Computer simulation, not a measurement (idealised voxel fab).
You're looking at the process module voxel capacitor over wiring.
cross-section cut | 185 nm wide | cells 5 nm
Cross-section = grid of square cells, listed top down in bands; band = one or more rows. Basically the band line says how high the top is and how high the bottom is, in nm, and then what's in it from left to right, every material with its width in nm. Empty space shows up as "air", and if a single material carries "full width" it runs the full band edge to edge. Heads up on the height convention: 0 is the point under which the incoming wafer is all one material, and the lowest band has no bottom, it just keeps going down, like "0..down". When a width is written as two numbers, as in "30 to 40", the first number is the width in the top row of cells of the band and the second is the width in its bottom row, and the width changes by the same amount from each row to the next. "no change occurred" after a step means that no cell of the cross-section changed. Any empty space of 8 cells or more lacking an open way to the top shows up in "Voids, enclosed" as width x height at distance, distance from the left edge, in nm. On a step's line, text after the settings is the simulator commenting on that step. overlay nm: on a step with a mask, how far right of its planned place the mask lay; negative means left.
Steps in the process plan
- 1: RECEIVE (material Si)
- 2: CONFORMAL_DEP (material SiO2; thk nm 10)
- 3: CONFORMAL_DEP (material SiCN; thk nm 5)
- 4: DIRECTIONAL_DEP (material lowk; thk nm 15)
- 5: MASKED_ETCH (tone open; mask id METAL_1; width nm 30; pitch nm 85; etch materials lowk; depth nm 15; overlay nm 0)
- 6: MASKED_ETCH (tone open; mask id METAL_1; width nm 30; pitch nm 85; etch materials SiCN; depth nm 5; overlay nm 0)
- 7: CONFORMAL_DEP (material TiN; thk nm 5)
- 8: FILL_DEP (material Cu; thk nm 5)
- 9: CMP (height nm 30)
- 10: CONFORMAL_DEP (material SiCN; thk nm 5)
- 11: DIRECTIONAL_DEP (material SiO2; thk nm 10)
- 12: PATTERN (tone open; mask id PLUG_1; material resist; width nm 15; thk nm 20; overlay nm 0)
- 13: DIRECTIONAL_ETCH (etch materials SiO2; depth nm 10)
- 14: DIRECTIONAL_ETCH (etch materials SiCN; depth nm 5)
- 15: STRIP (etch materials resist)
- 16: CONFORMAL_DEP (material TiN; thk nm 5)
- 17: FILL_DEP (material Cu; thk nm 5)
- 18: CMP (height nm 45)
- 19: DIRECTIONAL_DEP (material TiN; thk nm 5)
- 20: DIRECTIONAL_DEP (material SiN; thk nm 5)
- 21: DIRECTIONAL_DEP (material TiN; thk nm 5)
- 22: PATTERN (tone cover; mask id UPPER_PLATE; material resist; width nm 60; thk nm 20; overlay nm 0)
- 23: DIRECTIONAL_ETCH (etch materials TiN; depth nm 5)
- 24: DIRECTIONAL_ETCH (etch materials SiN; depth nm 5)
- 25: STRIP (etch materials resist)
- 26: PATTERN (tone cover; mask id LOWER_PLATE; material resist; width nm 70; thk nm 20; overlay nm 0)
- 27: DIRECTIONAL_ETCH (etch materials TiN; depth nm 5)
- 28: STRIP (etch materials resist)
- 29: FILL_DEP (material SiO2; thk nm 20)
- 30: CMP (height nm 75)
- 31: MASKED_ETCH (tone open; mask id PLUG_2; width nm 15; etch materials SiO2; depth nm 15; overlay nm 0)
- 32: CONFORMAL_DEP (material TiN; thk nm 5)
- 33: FILL_DEP (material Ru; thk nm 5)
- 34: CMP (height nm 75)
- 35: CONFORMAL_DEP (material SiCN; thk nm 5)
Wafer, first of two, run as planned
Cross-section of the wafer as it came to us, i.e., already through step 1
- 0..down: Si full width
- Voids, enclosed: none
After step 2: wafer cross-section
- 10..0: SiO2 full width
- Below a height of 0, the structure has not been altered.
After step 3: wafer cross-section
- 15..10: SiCN full width
- Below a height of 10, the structure has not been altered.
After step 4: wafer cross-section
- 30..15: lowk full width
- Below a height of 15, the structure has not been altered.
After step 5: wafer cross-section
- 30..15: lowk (35); air (30); lowk (55); air (30); lowk (35)
- Below a height of 15, the structure has not been altered.
After step 6: wafer cross-section
- 30..15: lowk (35); air (30); lowk (55); air (30); lowk (35)
- 15..10: SiCN (35); air (30); SiCN (55); air (30); SiCN (35)
- Below a height of 10, the structure has not been altered.
After step 7: wafer cross-section
- 35..30: TiN (40); air (20); TiN (65); air (20); TiN (40)
- 30..15: lowk (35); TiN (5); air (20); TiN (5); lowk (55); TiN (5); air (20); TiN (5); lowk (35)
- 15..10: SiCN (35); TiN (30); SiCN (55); TiN (30); SiCN (35)
- Below a height of 10, the structure has not been altered.
After step 8: wafer cross-section
- 40..35: Cu full width
- 35..30: TiN (40); Cu (20); TiN (65); Cu (20); TiN (40)
- 30..15: lowk (35); TiN (5); Cu (20); TiN (5); lowk (55); TiN (5); Cu (20); TiN (5); lowk (35)
- Below a height of 15, the structure has not been altered.
After step 9: wafer cross-section
- 30..15: lowk (35); TiN (5); Cu (20); TiN (5); lowk (55); TiN (5); Cu (20); TiN (5); lowk (35)
- Below a height of 15, the structure has not been altered.
After step 10: wafer cross-section
- 35..30: SiCN full width
- Below a height of 30, the structure has not been altered.
After step 11: wafer cross-section
- 45..35: SiO2 full width
- Below a height of 35, the structure has not been altered.
After step 12: wafer cross-section
- 65..45: resist (50); air (15); resist (120)
- Below a height of 45, the structure has not been altered.
After step 13: wafer cross-section
- 65..45: resist (50); air (15); resist (120)
- 45..35: SiO2 (50); air (15); SiO2 (120)
- Below a height of 35, the structure has not been altered.
After step 14: wafer cross-section
- 65..45: resist (50); air (15); resist (120)
- 45..35: SiO2 (50); air (15); SiO2 (120)
- 35..30: SiCN (50); air (15); SiCN (120)
- Below a height of 30, the structure has not been altered.
After step 15: wafer cross-section
- 45..35: SiO2 (50); air (15); SiO2 (120)
- Below a height of 35, the structure has not been altered.
After step 16: wafer cross-section
- 50..45: TiN (55); air (5); TiN (125)
- 45..35: SiO2 (50); TiN (5); air (5); TiN (5); SiO2 (120)
- 35..30: SiCN (50); TiN (15); SiCN (120)
- Below a height of 30, the structure has not been altered.
After step 17: wafer cross-section
- 55..50: Cu full width
- 50..45: TiN (55); Cu (5); TiN (125)
- 45..35: SiO2 (50); TiN (5); Cu (5); TiN (5); SiO2 (120)
- Below a height of 35, the structure has not been altered.
After step 18: wafer cross-section
- 45..35: SiO2 (50); TiN (5); Cu (5); TiN (5); SiO2 (120)
- Below a height of 35, the structure has not been altered.
After step 19: wafer cross-section
- 50..45: TiN full width
- Below a height of 45, the structure has not been altered.
After step 20: wafer cross-section
- 55..50: SiN full width
- Below a height of 50, the structure has not been altered.
After step 21: wafer cross-section
- 60..55: TiN full width
- Below a height of 55, the structure has not been altered.
After step 22: wafer cross-section
- 80..60: air (50); resist (60); air (75)
- Below a height of 60, the structure has not been altered.
After step 23: wafer cross-section
- 80..60: air (50); resist (60); air (75)
- 60..55: air (50); TiN (60); air (75)
- Below a height of 55, the structure has not been altered.
After step 24: wafer cross-section
- 80..60: air (50); resist (60); air (75)
- 60..55: air (50); TiN (60); air (75)
- 55..50: air (50); SiN (60); air (75)
- Below a height of 50, the structure has not been altered.
After step 25: wafer cross-section
- 60..55: air (50); TiN (60); air (75)
- Below a height of 55, the structure has not been altered.
After step 26: wafer cross-section
- 80..60: air (45); resist (70); air (70)
- 60..55: air (45); resist (5); TiN (60); resist (5); air (70)
- 55..50: air (45); resist (5); SiN (60); resist (5); air (70)
- Below a height of 50, the structure has not been altered.
After step 27: wafer cross-section
- 80..60: air (45); resist (70); air (70)
- 60..55: air (45); resist (5); TiN (60); resist (5); air (70)
- 55..50: air (45); resist (5); SiN (60); resist (5); air (70)
- 50..45: air (45); TiN (70); air (70)
- Below a height of 45, the structure has not been altered.
After step 28: wafer cross-section
- 60..55: air (50); TiN (60); air (75)
- 55..50: air (50); SiN (60); air (75)
- Below a height of 50, the structure has not been altered.
After step 29: wafer cross-section
- 80..60: SiO2 full width
- 60..55: SiO2 (50); TiN (60); SiO2 (75)
- 55..50: SiO2 (50); SiN (60); SiO2 (75)
- 50..45: SiO2 (45); TiN (70); SiO2 (70)
- Below a height of 45, the structure has not been altered.
After step 30: wafer cross-section
- 75..60: SiO2 full width
- Below a height of 60, the structure has not been altered.
After step 31: wafer cross-section
- 75..60: SiO2 (60); air (15); SiO2 (110)
- Below a height of 60, the structure has not been altered.
After step 32: wafer cross-section
- 80..75: TiN (65); air (5); TiN (115)
- 75..65: SiO2 (60); TiN (5); air (5); TiN (5); SiO2 (110)
- 65..55: SiO2 (60 to 50); TiN (15 to 60); SiO2 (110 to 75)
- Below a height of 55, the structure has not been altered.
After step 33: wafer cross-section
- 85..80: Ru full width
- 80..75: TiN (65); Ru (5); TiN (115)
- 75..65: SiO2 (60); TiN (5); Ru (5); TiN (5); SiO2 (110)
- Below a height of 65, the structure has not been altered.
After step 34: wafer cross-section
- 75..65: SiO2 (60); TiN (5); Ru (5); TiN (5); SiO2 (110)
- Below a height of 65, the structure has not been altered.
After step 35: wafer cross-section
- 80..75: SiCN full width
- Below a height of 75, the structure has not been altered.
Wafer two of the pair: same origin, same plan, one error during the run; identical to wafer one up to and including step 34
Planned end of step 35: second wafer, cross-section
- 90..75: SiCN full width
- Below a height of 75, the structure has not been altered.
Misprocessing identified: in deviation from the planned setting, step 35 was conducted as CONFORMAL_DEP (material SiCN; thk nm 15)
End of process, cell counts, second wafer against first, materials with more or fewer: SiCN: 74 more
